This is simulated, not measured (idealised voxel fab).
This section sets out a process module, namely voxel transistor to metal.
This is section cut - it's 145 nm across, gridded in 5 nm square cells.
Notation: cross-section as square-cell grid; stated in bands, top first, going down; one or more cell rows per band. Heads up on the band format: heights come first, top then bottom, in nm. After that it's the materials left to right, each with its width in nm. A single material flagged "throughout" fills the whole band edge to edge, and "empty" means there's empty space there. Ref level 0: as-received wafer is one material below here. Bottom band extends down with no lower bound ("0 nm and below"). Top row gets the first number, bottom row gets the second, and each row in between changes by the same step: that is how a band width like "30 to 40" works. The cross-section has no changed cell in any step marked "no modifications". Look at "Fully enclosed voids" for the closed voids: empty spaces with no open path to the top, sized 8 cells or up. Each is width x height at distance, distance from the left edge, all nm. What comes after the settings on a step's line is commentary from the simulator itself on that step. When a step includes a mask, the "overlay nm" setting on its line states how far to the right of its planned place that mask lay, and negative values state how far to the left. From here on the document is pairs. In a pair, the cross-section before one process step comes with the cross-section after it, and the latter goes no deeper than the lowest band that changed. What lies in between, the step and its settings, is written under the pair. A pair may be from a different run of this module on the same starting wafer than the pair above it, so it continues from that pair only where its entry headed "Ex-ante state" says so.

-- Ex-ante state
* 70 nm to 55 nm: 25 nm lowk / 20 nm empty / 50 nm lowk / 20 nm empty / 30 nm lowk
* 55 nm to 50 nm: SiN throughout
* 50 nm to 40 nm: 25 nm SiO2 / 5 nm TiN / 10 nm W / 5 nm TiN / 50 nm SiO2 / 5 nm TiN / 10 nm W / 5 nm TiN / 30 nm SiO2
* 40 nm to 35 nm: 25 nm SiO2 / 20 nm TiN / 50 nm SiO2 / 20 nm TiN / 30 nm SiO2
* 35 nm to 30 nm: 45 nm lowk / 10 nm SiN / 5 nm lowk / 20 nm SiCN / 5 nm lowk / 10 nm SiN / 50 nm lowk
* 30 nm to 25 nm: 45 nm lowk / 10 nm SiN / 5 nm SiO2 / 20 nm SiCN / 5 nm SiO2 / 10 nm SiN / 50 nm lowk
* 25 nm to 5 nm: 45 nm lowk / 10 nm SiN / 5 nm SiO2 / 20 nm polySi / 5 nm SiO2 / 10 nm SiN / 50 nm lowk
* 5 nm to 0 nm: 35 nm lowk / 10 nm pSi / 10 nm SiN / 5 nm SiO2 / 20 nm polySi / 5 nm SiO2 / 10 nm SiN / 10 nm pSi / 40 nm lowk
* 0 nm to -5 nm: 15 nm lowk / 30 nm pSi / 50 nm SiO2 / 30 nm pSi / 20 nm lowk
* -5 nm to -10 nm: 20 nm SiO2 / 25 nm pSi / 50 nm Si / 25 nm pSi / 25 nm SiO2
* -10 nm to -20 nm: 20 nm SiO2 / 100 nm Si / 25 nm SiO2
* -20 nm and below: Si throughout
* Fully enclosed voids: none

-- Structure After Step
* 70 nm to 55 nm: 25 nm lowk / 20 nm empty / 50 nm lowk / 20 nm empty / 30 nm lowk
* 55 nm to 50 nm: 25 nm SiN / 20 nm empty / 50 nm SiN / 20 nm empty / 30 nm SiN
* At heights below 50, the structure remains unaltered.
* Fully enclosed voids: none
Between the two cross-sections shown above, the process step is MASKED_ETCH, tone open, mask id METAL_1, width nm 20, pitch nm 70, etch materials SiN, depth nm 5, overlay nm 0

Ex-ante state: refer to the pair immediately above; the cross-section shown after its step is the state before this one.

-- Structure After Step
* 75 nm to 70 nm: 30 nm TiN / 10 nm empty / 60 nm TiN / 10 nm empty / 35 nm TiN
* 70 nm to 55 nm: 25 nm lowk / 5 nm TiN / 10 nm empty / 5 nm TiN / 50 nm lowk / 5 nm TiN / 10 nm empty / 5 nm TiN / 30 nm lowk
* 55 nm to 50 nm: 25 nm SiN / 20 nm TiN / 50 nm SiN / 20 nm TiN / 30 nm SiN
* At heights below 50, the structure remains unaltered.
* Fully enclosed voids: none
Between the two cross-sections shown above, the process step is CONFORMAL_DEP, material TiN, thk nm 5

Ex-ante state: refer to the pair immediately above; the cross-section shown after its step is the state before this one.

-- Structure After Step
* 85 nm to 75 nm: Cu throughout
* 75 nm to 70 nm: 30 nm TiN / 10 nm Cu / 60 nm TiN / 10 nm Cu / 35 nm TiN
* 70 nm to 55 nm: 25 nm lowk / 5 nm TiN / 10 nm Cu / 5 nm TiN / 50 nm lowk / 5 nm TiN / 10 nm Cu / 5 nm TiN / 30 nm lowk
* At heights below 55, the structure remains unaltered.
* Fully enclosed voids: none
Between the two cross-sections shown above, the process step is FILL_DEP, material Cu, thk nm 10

Ex-ante state: refer to the pair immediately above; the cross-section shown after its step is the state before this one.

-- Structure After Step
* 70 nm to 55 nm: 25 nm lowk / 5 nm TiN / 10 nm Cu / 5 nm TiN / 50 nm lowk / 5 nm TiN / 10 nm Cu / 5 nm TiN / 30 nm lowk
* At heights below 55, the structure remains unaltered.
* Fully enclosed voids: none
Between the two cross-sections shown above, the process step is CMP, height nm 70

Ex-ante state: refer to the pair immediately above; the cross-section shown after its step is the state before this one.

-- Structure After Step
* 75 nm to 70 nm: SiCN throughout
* At heights below 70, the structure remains unaltered.
* Fully enclosed voids: none
Between the two cross-sections shown above, the process step is CONFORMAL_DEP, material SiCN, thk nm 5

Ex-ante state: refer to the pair immediately above; the cross-section shown after its step is the state before this one.

-- Structure After Step
* 105 nm to 75 nm: lowk throughout
* At heights below 75, the structure remains unaltered.
* Fully enclosed voids: none
Between the two cross-sections shown above, the process step is DIRECTIONAL_DEP, material lowk, thk nm 30

Ex-ante state: refer to the pair immediately above; the cross-section shown after its step is the state before this one.

-- Structure After Step
* 115 nm to 105 nm: aC throughout
* At heights below 105, the structure remains unaltered.
* Fully enclosed voids: none
Between the two cross-sections shown above, the process step is DIRECTIONAL_DEP, material aC, thk nm 10

Ex-ante state: refer to the pair immediately above; the cross-section shown after its step is the state before this one.

-- Structure After Step
* 145 nm to 115 nm: 25 nm resist / 20 nm empty / 50 nm resist / 20 nm empty / 30 nm resist
* At heights below 115, the structure remains unaltered.
* Fully enclosed voids: none
Between the two cross-sections shown above, the process step is PATTERN, tone open, mask id METAL_2, material resist, width nm 20, pitch nm 70, thk nm 30, overlay nm 0

Ex-ante state: refer to the pair immediately above; the cross-section shown after its step is the state before this one.

-- Structure After Step
* 135 nm to 115 nm: 25 nm resist / 20 nm empty / 50 nm resist / 20 nm empty / 30 nm resist
* 115 nm to 105 nm: 25 nm aC / 20 nm empty / 50 nm aC / 20 nm empty / 30 nm aC
* At heights below 105, the structure remains unaltered.
* Fully enclosed voids: none
Between the two cross-sections shown above, the process step is DIRECTIONAL_ETCH, etch materials aC, depth nm 10

Ex-ante state: refer to the pair immediately above; the cross-section shown after its step is the state before this one.

-- Structure After Step
* 115 nm to 105 nm: 25 nm aC / 20 nm empty / 50 nm aC / 20 nm empty / 30 nm aC
* At heights below 105, the structure remains unaltered.
* Fully enclosed voids: none
Between the two cross-sections shown above, the process step is STRIP, etch materials resist

Ex-ante state: refer to the pair immediately above; the cross-section shown after its step is the state before this one.

-- Structure After Step
* 115 nm to 105 nm: 25 nm aC / 20 nm empty / 50 nm aC / 20 nm empty / 30 nm aC
* 105 nm to 90 nm: 25 nm lowk / 20 nm empty / 50 nm lowk / 20 nm empty / 30 nm lowk
* At heights below 90, the structure remains unaltered.
* Fully enclosed voids: none
Between the two cross-sections shown above, the process step is DIRECTIONAL_ETCH, etch materials lowk, depth nm 15

Ex-ante state: refer to the pair immediately above; the cross-section shown after its step is the state before this one.

-- Structure After Step
* 105 nm to 90 nm: 25 nm lowk / 20 nm empty / 50 nm lowk / 20 nm empty / 30 nm lowk
* At heights below 90, the structure remains unaltered.
* Fully enclosed voids: none
Between the two cross-sections shown above, the process step is STRIP, etch materials aC

Ex-ante state: refer to the pair immediately above; the cross-section shown after its step is the state before this one.

-- Structure After Step
* 115 nm to 105 nm: 25 nm aC / 20 nm empty / 50 nm aC / 20 nm empty / 30 nm aC
* 105 nm to 100 nm: 25 nm lowk / 20 nm empty / 50 nm lowk / 20 nm empty / 30 nm lowk
* 100 nm to 90 nm: 25 nm lowk / 20 nm aC / 50 nm lowk / 20 nm aC / 30 nm lowk
* At heights below 90, the structure remains unaltered.
* Fully enclosed voids: none
Between the two cross-sections shown above, the process step is DIRECTIONAL_DEP, material aC, thk nm 10

Ex-ante state: refer to the pair immediately above; the cross-section shown after its step is the state before this one.

-- Structure After Step
* 145 nm to 115 nm: 25 nm resist / 15 nm empty / 55 nm resist / 15 nm empty / 35 nm resist
* 115 nm to 105 nm: 25 nm aC / 15 nm empty / 5 nm resist / 50 nm aC / 15 nm empty / 5 nm resist / 30 nm aC
* 105 nm to 100 nm: 25 nm lowk / 15 nm empty / 5 nm resist / 50 nm lowk / 15 nm empty / 5 nm resist / 30 nm lowk
* At heights below 100, the structure remains unaltered.
* Fully enclosed voids: none
Between the two cross-sections shown above, the process step is PATTERN, tone open, mask id METAL_2_HOLES, material resist, width nm 15, pitch nm 70, thk nm 30, overlay nm 0

Ex-ante state: refer to the pair immediately above; the cross-section shown after its step is the state before this one.

-- Structure After Step
* 135 nm to 115 nm: 25 nm resist / 15 nm empty / 55 nm resist / 15 nm empty / 35 nm resist
* 115 nm to 105 nm: 25 nm aC / 15 nm empty / 5 nm resist / 50 nm aC / 15 nm empty / 5 nm resist / 30 nm aC
* 105 nm to 100 nm: 25 nm lowk / 15 nm empty / 5 nm resist / 50 nm lowk / 15 nm empty / 5 nm resist / 30 nm lowk
* 100 nm to 90 nm: 25 nm lowk / 15 nm empty / 5 nm aC / 50 nm lowk / 15 nm empty / 5 nm aC / 30 nm lowk
* At heights below 90, the structure remains unaltered.
* Fully enclosed voids: none
Between the two cross-sections shown above, the process step is DIRECTIONAL_ETCH, etch materials aC, depth nm 10

Ex-ante state: refer to the pair immediately above; the cross-section shown after its step is the state before this one.

-- Structure After Step
* 115 nm to 105 nm: 25 nm aC / 20 nm empty / 50 nm aC / 20 nm empty / 30 nm aC
* 105 nm to 100 nm: 25 nm lowk / 20 nm empty / 50 nm lowk / 20 nm empty / 30 nm lowk
* At heights below 100, the structure remains unaltered.
* Fully enclosed voids: none
Between the two cross-sections shown above, the process step is STRIP, etch materials resist

Ex-ante state: refer to the pair immediately above; the cross-section shown after its step is the state before this one.

-- Structure After Step
* 115 nm to 105 nm: 25 nm aC / 20 nm empty / 50 nm aC / 20 nm empty / 30 nm aC
* 105 nm to 100 nm: 25 nm lowk / 20 nm empty / 50 nm lowk / 20 nm empty / 30 nm lowk
* 100 nm to 90 nm: 25 nm lowk / 15 nm empty / 5 nm aC / 50 nm lowk / 15 nm empty / 5 nm aC / 30 nm lowk
* 90 nm to 75 nm: 25 nm lowk / 15 nm empty / 55 nm lowk / 15 nm empty / 35 nm lowk
* At heights below 75, the structure remains unaltered.
* Fully enclosed voids: none
Between the two cross-sections shown above, the process step is DIRECTIONAL_ETCH, etch materials lowk, depth nm 15

Ex-ante state: refer to the pair immediately above; the cross-section shown after its step is the state before this one.

-- Structure After Step
* 115 nm to 105 nm: 25 nm aC / 20 nm empty / 50 nm aC / 20 nm empty / 30 nm aC
* 105 nm to 100 nm: 25 nm lowk / 20 nm empty / 50 nm lowk / 20 nm empty / 30 nm lowk
* 100 nm to 90 nm: 25 nm lowk / 15 nm empty / 5 nm aC / 50 nm lowk / 15 nm empty / 5 nm aC / 30 nm lowk
* 90 nm to 75 nm: 25 nm lowk / 15 nm empty / 55 nm lowk / 15 nm empty / 35 nm lowk
* 75 nm to 70 nm: 25 nm SiCN / 15 nm empty / 55 nm SiCN / 15 nm empty / 35 nm SiCN
* At heights below 70, the structure remains unaltered.
* Fully enclosed voids: none
Between the two cross-sections shown above, the process step is DIRECTIONAL_ETCH, etch materials SiCN, depth nm 5

Ex-ante state: refer to the pair immediately above; the cross-section shown after its step is the state before this one.

-- Structure After Step
* 105 nm to 90 nm: 25 nm lowk / 20 nm empty / 50 nm lowk / 20 nm empty / 30 nm lowk
* At heights below 90, the structure remains unaltered.
* Fully enclosed voids: none
Between the two cross-sections shown above, the process step is STRIP, etch materials aC

Ex-ante state: refer to the pair immediately above; the cross-section shown after its step is the state before this one.

-- Structure After Step
* 110 nm to 105 nm: 30 nm TiN / 10 nm empty / 60 nm TiN / 10 nm empty / 35 nm TiN
* 105 nm to 95 nm: 25 nm lowk / 5 nm TiN / 10 nm empty / 5 nm TiN / 50 nm lowk / 5 nm TiN / 10 nm empty / 5 nm TiN / 30 nm lowk
* 95 nm to 90 nm: 25 nm lowk / 5 nm TiN / 5 nm empty / 10 nm TiN / 50 nm lowk / 5 nm TiN / 5 nm empty / 10 nm TiN / 30 nm lowk
* 90 nm to 75 nm: 25 nm lowk / 5 nm TiN / 5 nm empty / 5 nm TiN / 55 nm lowk / 5 nm TiN / 5 nm empty / 5 nm TiN / 35 nm lowk
* 75 nm to 70 nm: 25 nm SiCN / 15 nm TiN / 55 nm SiCN / 15 nm TiN / 35 nm SiCN
* At heights below 70, the structure remains unaltered.
* Fully enclosed voids: none
Between the two cross-sections shown above, the process step is CONFORMAL_DEP, material TiN, thk nm 5

Ex-ante state: refer to the pair immediately above; the cross-section shown after its step is the state before this one.

-- Structure After Step
* 120 nm to 110 nm: Ru throughout
* 110 nm to 105 nm: 30 nm TiN / 10 nm Ru / 60 nm TiN / 10 nm Ru / 35 nm TiN
* 105 nm to 95 nm: 25 nm lowk / 5 nm TiN / 10 nm Ru / 5 nm TiN / 50 nm lowk / 5 nm TiN / 10 nm Ru / 5 nm TiN / 30 nm lowk
* 95 nm to 90 nm: 25 nm lowk / 5 nm TiN / 5 nm Ru / 10 nm TiN / 50 nm lowk / 5 nm TiN / 5 nm Ru / 10 nm TiN / 30 nm lowk
* 90 nm to 75 nm: 25 nm lowk / 5 nm TiN / 5 nm Ru / 5 nm TiN / 55 nm lowk / 5 nm TiN / 5 nm Ru / 5 nm TiN / 35 nm lowk
* At heights below 75, the structure remains unaltered.
* Fully enclosed voids: none
Between the two cross-sections shown above, the process step is FILL_DEP, material Ru, thk nm 10

Ex-ante state: refer to the pair immediately above; the cross-section shown after its step is the state before this one.

-- Structure After Step
* 105 nm to 95 nm: 25 nm lowk / 5 nm TiN / 10 nm Ru / 5 nm TiN / 50 nm lowk / 5 nm TiN / 10 nm Ru / 5 nm TiN / 30 nm lowk
* At heights below 95, the structure remains unaltered.
* Fully enclosed voids: none
Between the two cross-sections shown above, the process step is CMP, height nm 105

Ex-ante state: refer to the pair immediately above; the cross-section shown after its step is the state before this one.

-- Structure After Step
* 110 nm to 105 nm: SiCN throughout
* At heights below 105, the structure remains unaltered.
* Fully enclosed voids: none
Between the two cross-sections shown above, the process step is CONFORMAL_DEP, material SiCN, thk nm 5

-- Ex-ante state
* 35 nm to 25 nm: SiCN throughout
* 25 nm to 0 nm: polySi throughout
* 0 nm to -5 nm: SiO2 throughout
* -5 nm to -20 nm: 20 nm SiO2 / 100 nm Si / 25 nm SiO2
* -20 nm and below: Si throughout
* Fully enclosed voids: none

-- Structure After Step
* 35 nm to 25 nm: 60 nm SiCN / 20 nm empty / 65 nm SiCN
* At heights below 25, the structure remains unaltered.
* Fully enclosed voids: none
Between the two cross-sections shown above, the process step is MASKED_ETCH, tone open, mask id GATE, width nm 20, etch materials SiCN, depth nm 20, overlay nm 0

Ex-ante state: refer to the pair immediately above; the cross-section shown after its step is the state before this one.

-- Structure After Step
* 40 nm to 35 nm: 65 nm SiO2 / 10 nm empty / 70 nm SiO2
* 35 nm to 30 nm: 60 nm SiCN / 5 nm SiO2 / 10 nm empty / 5 nm SiO2 / 65 nm SiCN
* 30 nm to 25 nm: 60 nm SiCN / 20 nm SiO2 / 65 nm SiCN
* At heights below 25, the structure remains unaltered.
* Fully enclosed voids: none
Between the two cross-sections shown above, the process step is CONFORMAL_DEP, material SiO2, thk nm 5

Ex-ante state: refer to the pair immediately above; the cross-section shown after its step is the state before this one.

-- Structure After Step
* 35 nm to 25 nm: 60 nm SiCN / 5 nm SiO2 / 10 nm empty / 5 nm SiO2 / 65 nm SiCN
* At heights below 25, the structure remains unaltered.
* Fully enclosed voids: none
Between the two cross-sections shown above, the process step is DIRECTIONAL_ETCH, etch materials SiO2, depth nm 5

Ex-ante state: refer to the pair immediately above; the cross-section shown after its step is the state before this one.

-- Structure After Step
* 45 nm to 35 nm: SiN throughout
* 35 nm to 25 nm: 60 nm SiCN / 5 nm SiO2 / 10 nm SiN / 5 nm SiO2 / 65 nm SiCN
* At heights below 25, the structure remains unaltered.
* Fully enclosed voids: none
Between the two cross-sections shown above, the process step is CONFORMAL_DEP, material SiN, thk nm 10

Ex-ante state: refer to the pair immediately above; the cross-section shown after its step is the state before this one.

-- Structure After Step
* 35 nm to 25 nm: 60 nm SiCN / 5 nm SiO2 / 10 nm SiN / 5 nm SiO2 / 65 nm SiCN
* At heights below 25, the structure remains unaltered.
* Fully enclosed voids: none
Between the two cross-sections shown above, the process step is DIRECTIONAL_ETCH, etch materials SiN, depth nm 10

Ex-ante state: refer to the pair immediately above; the cross-section shown after its step is the state before this one.

-- Structure After Step
* 35 nm to 30 nm: 60 nm SiCN / 5 nm empty / 10 nm SiN / 5 nm empty / 65 nm SiCN
* At heights below 30, the structure remains unaltered.
* Fully enclosed voids: none
Between the two cross-sections shown above, the process step is DIRECTIONAL_ETCH, etch materials SiO2, depth nm 5

Ex-ante state: refer to the pair immediately above; the cross-section shown after its step is the state before this one.

-- Structure After Step
* 45 nm to 35 nm: SiO2 throughout
* 35 nm to 25 nm: 60 nm SiCN / 5 nm SiO2 / 10 nm SiN / 5 nm SiO2 / 65 nm SiCN
* At heights below 25, the structure remains unaltered.
* Fully enclosed voids: none
Between the two cross-sections shown above, the process step is FILL_DEP, material SiO2, thk nm 10

Ex-ante state: refer to the pair immediately above; the cross-section shown after its step is the state before this one.

-- Structure After Step
* 35 nm to 25 nm: 60 nm SiCN / 5 nm SiO2 / 10 nm SiN / 5 nm SiO2 / 65 nm SiCN
* At heights below 25, the structure remains unaltered.
* Fully enclosed voids: none
Between the two cross-sections shown above, the process step is CMP, height nm 35

Ex-ante state: refer to the pair immediately above; the cross-section shown after its step is the state before this one.

-- Structure After Step
* 50 nm to 35 nm: SiO2 throughout
* At heights below 35, the structure remains unaltered.
* Fully enclosed voids: none
Between the two cross-sections shown above, the process step is DIRECTIONAL_DEP, material SiO2, thk nm 15

Ex-ante state: refer to the pair immediately above; the cross-section shown after its step is the state before this one.

-- Structure After Step
* 50 nm to 35 nm: 25 nm SiO2 / 20 nm empty / 50 nm SiO2 / 20 nm empty / 30 nm SiO2
* At heights below 35, the structure remains unaltered.
* Fully enclosed voids: none
Between the two cross-sections shown above, the process step is MASKED_ETCH, tone open, mask id CONTACT, width nm 20, pitch nm 70, etch materials SiO2, depth nm 50, overlay nm 0

Ex-ante state: refer to the pair immediately above; the cross-section shown after its step is the state before this one.

-- Structure After Step
* 55 nm to 50 nm: 30 nm TiN / 10 nm empty / 60 nm TiN / 10 nm empty / 35 nm TiN
* 50 nm to 40 nm: 25 nm SiO2 / 5 nm TiN / 10 nm empty / 5 nm TiN / 50 nm SiO2 / 5 nm TiN / 10 nm empty / 5 nm TiN / 30 nm SiO2
* 40 nm to 35 nm: 25 nm SiO2 / 20 nm TiN / 50 nm SiO2 / 20 nm TiN / 30 nm SiO2
* At heights below 35, the structure remains unaltered.
* Fully enclosed voids: none
Between the two cross-sections shown above, the process step is CONFORMAL_DEP, material TiN, thk nm 5

Ex-ante state: refer to the pair immediately above; the cross-section shown after its step is the state before this one.

-- Structure After Step
* 65 nm to 55 nm: W throughout
* 55 nm to 50 nm: 30 nm TiN / 10 nm W / 60 nm TiN / 10 nm W / 35 nm TiN
* 50 nm to 40 nm: 25 nm SiO2 / 5 nm TiN / 10 nm W / 5 nm TiN / 50 nm SiO2 / 5 nm TiN / 10 nm W / 5 nm TiN / 30 nm SiO2
* At heights below 40, the structure remains unaltered.
* Fully enclosed voids: none
Between the two cross-sections shown above, the process step is FILL_DEP, material W, thk nm 10

Ex-ante state: refer to the pair immediately above; the cross-section shown after its step is the state before this one.

-- Structure After Step
* 50 nm to 40 nm: 25 nm SiO2 / 5 nm TiN / 10 nm W / 5 nm TiN / 50 nm SiO2 / 5 nm TiN / 10 nm W / 5 nm TiN / 30 nm SiO2
* At heights below 40, the structure remains unaltered.
* Fully enclosed voids: none
Between the two cross-sections shown above, the process step is CMP, height nm 50

Ex-ante state: refer to the pair immediately above; the cross-section shown after its step is the state before this one.

-- Structure After Step
* 55 nm to 50 nm: SiN throughout
* At heights below 50, the structure remains unaltered.
* Fully enclosed voids: none
Between the two cross-sections shown above, the process step is CONFORMAL_DEP, material SiN, thk nm 5

Ex-ante state: refer to the pair immediately above; the cross-section shown after its step is the state before this one.

-- Structure After Step
* 70 nm to 55 nm: lowk throughout
* At heights below 55, the structure remains unaltered.
* Fully enclosed voids: none
Between the two cross-sections shown above, the process step is DIRECTIONAL_DEP, material lowk, thk nm 15

Ex-ante state: refer to the pair immediately above; the cross-section shown after its step is the state before this one.

-- Structure After Step
* 70 nm to 55 nm: 25 nm lowk / 20 nm empty / 50 nm lowk / 20 nm empty / 30 nm lowk
* At heights below 55, the structure remains unaltered.
* Fully enclosed voids: none
Between the two cross-sections shown above, the process step is MASKED_ETCH, tone open, mask id METAL_1, width nm 20, pitch nm 70, etch materials lowk, depth nm 15, overlay nm 0

Ex-ante state: refer to the pair immediately above; the cross-section shown after its step is the state before this one.

-- Structure After Step
* 70 nm to 55 nm: 25 nm lowk / 20 nm empty / 50 nm lowk / 20 nm empty / 30 nm lowk
* 55 nm to 50 nm: 25 nm SiN / 20 nm empty / 50 nm SiN / 20 nm empty / 30 nm SiN
* At heights below 50, the structure remains unaltered.
* Fully enclosed voids: none
Between the two cross-sections shown above, the process step is MASKED_ETCH, tone open, mask id METAL_1, width nm 20, pitch nm 70, etch materials SiN, depth nm 5, overlay nm 0

Ex-ante state: refer to the pair immediately above; the cross-section shown after its step is the state before this one.

-- Structure After Step
* 75 nm to 70 nm: 30 nm TiN / 10 nm empty / 60 nm TiN / 10 nm empty / 35 nm TiN
* 70 nm to 55 nm: 25 nm lowk / 5 nm TiN / 10 nm empty / 5 nm TiN / 50 nm lowk / 5 nm TiN / 10 nm empty / 5 nm TiN / 30 nm lowk
* 55 nm to 50 nm: 25 nm SiN / 20 nm TiN / 50 nm SiN / 20 nm TiN / 30 nm SiN
* At heights below 50, the structure remains unaltered.
* Fully enclosed voids: none
Between the two cross-sections shown above, the process step is CONFORMAL_DEP, material TiN, thk nm 5

Ex-ante state: refer to the pair immediately above; the cross-section shown after its step is the state before this one.

-- Structure After Step
* 85 nm to 75 nm: Cu throughout
* 75 nm to 70 nm: 30 nm TiN / 10 nm Cu / 60 nm TiN / 10 nm Cu / 35 nm TiN
* 70 nm to 55 nm: 25 nm lowk / 5 nm TiN / 10 nm Cu / 5 nm TiN / 50 nm lowk / 5 nm TiN / 10 nm Cu / 5 nm TiN / 30 nm lowk
* At heights below 55, the structure remains unaltered.
* Fully enclosed voids: none
Between the two cross-sections shown above, the process step is FILL_DEP, material Cu, thk nm 10

Ex-ante state: refer to the pair immediately above; the cross-section shown after its step is the state before this one.

-- Structure After Step
* 70 nm to 55 nm: 25 nm lowk / 5 nm TiN / 10 nm Cu / 5 nm TiN / 50 nm lowk / 5 nm TiN / 10 nm Cu / 5 nm TiN / 30 nm lowk
* At heights below 55, the structure remains unaltered.
* Fully enclosed voids: none
Between the two cross-sections shown above, the process step is CMP, height nm 70

Ex-ante state: refer to the pair immediately above; the cross-section shown after its step is the state before this one.

-- Structure After Step
* 75 nm to 70 nm: SiCN throughout
* At heights below 70, the structure remains unaltered.
* Fully enclosed voids: none
Between the two cross-sections shown above, the process step is CONFORMAL_DEP, material SiCN, thk nm 5

Ex-ante state: refer to the pair immediately above; the cross-section shown after its step is the state before this one.

-- Structure After Step
* 105 nm to 75 nm: lowk throughout
* At heights below 75, the structure remains unaltered.
* Fully enclosed voids: none
Between the two cross-sections shown above, the process step is DIRECTIONAL_DEP, material lowk, thk nm 30

Ex-ante state: refer to the pair immediately above; the cross-section shown after its step is the state before this one.

-- Structure After Step
* 115 nm to 105 nm: aC throughout
* At heights below 105, the structure remains unaltered.
* Fully enclosed voids: none
Between the two cross-sections shown above, the process step is DIRECTIONAL_DEP, material aC, thk nm 10

Ex-ante state: refer to the pair immediately above; the cross-section shown after its step is the state before this one.

-- Structure After Step
* 145 nm to 115 nm: 25 nm resist / 20 nm empty / 50 nm resist / 20 nm empty / 30 nm resist
* At heights below 115, the structure remains unaltered.
* Fully enclosed voids: none
Between the two cross-sections shown above, the process step is PATTERN, tone open, mask id METAL_2, material resist, width nm 20, pitch nm 70, thk nm 30, overlay nm 0

Ex-ante state: refer to the pair immediately above; the cross-section shown after its step is the state before this one.

-- Structure After Step
* 135 nm to 115 nm: 25 nm resist / 20 nm empty / 50 nm resist / 20 nm empty / 30 nm resist
* 115 nm to 105 nm: 25 nm aC / 20 nm empty / 50 nm aC / 20 nm empty / 30 nm aC
* At heights below 105, the structure remains unaltered.
* Fully enclosed voids: none
Between the two cross-sections shown above, the process step is DIRECTIONAL_ETCH, etch materials aC, depth nm 10

Ex-ante state: refer to the pair immediately above; the cross-section shown after its step is the state before this one.

-- Structure After Step
* 115 nm to 105 nm: 25 nm aC / 20 nm empty / 50 nm aC / 20 nm empty / 30 nm aC
* At heights below 105, the structure remains unaltered.
* Fully enclosed voids: none
Between the two cross-sections shown above, the process step is STRIP, etch materials resist

Ex-ante state: refer to the pair immediately above; the cross-section shown after its step is the state before this one.

-- Structure After Step
* 115 nm to 105 nm: 25 nm aC / 20 nm empty / 50 nm aC / 20 nm empty / 30 nm aC
* 105 nm to 90 nm: 25 nm lowk / 20 nm empty / 50 nm lowk / 20 nm empty / 30 nm lowk
* At heights below 90, the structure remains unaltered.
* Fully enclosed voids: none
Between the two cross-sections shown above, the process step is DIRECTIONAL_ETCH, etch materials lowk, depth nm 15

Ex-ante state: refer to the pair immediately above; the cross-section shown after its step is the state before this one.

-- Structure After Step
* 105 nm to 90 nm: 25 nm lowk / 20 nm empty / 50 nm lowk / 20 nm empty / 30 nm lowk
* At heights below 90, the structure remains unaltered.
* Fully enclosed voids: none
Between the two cross-sections shown above, the process step is STRIP, etch materials aC

Ex-ante state: refer to the pair immediately above; the cross-section shown after its step is the state before this one.

-- Structure After Step
* 115 nm to 105 nm: 25 nm aC / 20 nm empty / 50 nm aC / 20 nm empty / 30 nm aC
* 105 nm to 100 nm: 25 nm lowk / 20 nm empty / 50 nm lowk / 20 nm empty / 30 nm lowk
* 100 nm to 90 nm: 25 nm lowk / 20 nm aC / 50 nm lowk / 20 nm aC / 30 nm lowk
* At heights below 90, the structure remains unaltered.
* Fully enclosed voids: none
Between the two cross-sections shown above, the process step is DIRECTIONAL_DEP, material aC, thk nm 10

Ex-ante state: refer to the pair immediately above; the cross-section shown after its step is the state before this one.

-- Structure After Step
* 145 nm to 115 nm: 25 nm resist / 15 nm empty / 55 nm resist / 15 nm empty / 35 nm resist
* 115 nm to 105 nm: 25 nm aC / 15 nm empty / 5 nm resist / 50 nm aC / 15 nm empty / 5 nm resist / 30 nm aC
* 105 nm to 100 nm: 25 nm lowk / 15 nm empty / 5 nm resist / 50 nm lowk / 15 nm empty / 5 nm resist / 30 nm lowk
* At heights below 100, the structure remains unaltered.
* Fully enclosed voids: none
Between the two cross-sections shown above, the process step is PATTERN, tone open, mask id METAL_2_HOLES, material resist, width nm 15, pitch nm 70, thk nm 30, overlay nm 0

Ex-ante state: refer to the pair immediately above; the cross-section shown after its step is the state before this one.

-- Structure After Step
* 135 nm to 115 nm: 25 nm resist / 15 nm empty / 55 nm resist / 15 nm empty / 35 nm resist
* 115 nm to 105 nm: 25 nm aC / 15 nm empty / 5 nm resist / 50 nm aC / 15 nm empty / 5 nm resist / 30 nm aC
* 105 nm to 100 nm: 25 nm lowk / 15 nm empty / 5 nm resist / 50 nm lowk / 15 nm empty / 5 nm resist / 30 nm lowk
* 100 nm to 90 nm: 25 nm lowk / 15 nm empty / 5 nm aC / 50 nm lowk / 15 nm empty / 5 nm aC / 30 nm lowk
* At heights below 90, the structure remains unaltered.
* Fully enclosed voids: none
Between the two cross-sections shown above, the process step is DIRECTIONAL_ETCH, etch materials aC, depth nm 10

Ex-ante state: refer to the pair immediately above; the cross-section shown after its step is the state before this one.

-- Structure After Step
* 115 nm to 105 nm: 25 nm aC / 20 nm empty / 50 nm aC / 20 nm empty / 30 nm aC
* 105 nm to 100 nm: 25 nm lowk / 20 nm empty / 50 nm lowk / 20 nm empty / 30 nm lowk
* At heights below 100, the structure remains unaltered.
* Fully enclosed voids: none
Between the two cross-sections shown above, the process step is STRIP, etch materials resist

Ex-ante state: refer to the pair immediately above; the cross-section shown after its step is the state before this one.

-- Structure After Step
* 115 nm to 105 nm: 25 nm aC / 20 nm empty / 50 nm aC / 20 nm empty / 30 nm aC
* 105 nm to 100 nm: 25 nm lowk / 20 nm empty / 50 nm lowk / 20 nm empty / 30 nm lowk
* 100 nm to 90 nm: 25 nm lowk / 15 nm empty / 5 nm aC / 50 nm lowk / 15 nm empty / 5 nm aC / 30 nm lowk
* 90 nm to 75 nm: 25 nm lowk / 15 nm empty / 55 nm lowk / 15 nm empty / 35 nm lowk
* At heights below 75, the structure remains unaltered.
* Fully enclosed voids: none
Between the two cross-sections shown above, the process step is DIRECTIONAL_ETCH, etch materials lowk, depth nm 15

Ex-ante state: refer to the pair immediately above; the cross-section shown after its step is the state before this one.

-- Structure After Step
* 115 nm to 105 nm: 25 nm aC / 20 nm empty / 50 nm aC / 20 nm empty / 30 nm aC
* 105 nm to 100 nm: 25 nm lowk / 20 nm empty / 50 nm lowk / 20 nm empty / 30 nm lowk
* 100 nm to 90 nm: 25 nm lowk / 15 nm empty / 5 nm aC / 50 nm lowk / 15 nm empty / 5 nm aC / 30 nm lowk
* 90 nm to 75 nm: 25 nm lowk / 15 nm empty / 55 nm lowk / 15 nm empty / 35 nm lowk
* 75 nm to 70 nm: 25 nm SiCN / 15 nm empty / 55 nm SiCN / 15 nm empty / 35 nm SiCN
* At heights below 70, the structure remains unaltered.
* Fully enclosed voids: none
Between the two cross-sections shown above, the process step is DIRECTIONAL_ETCH, etch materials SiCN, depth nm 5
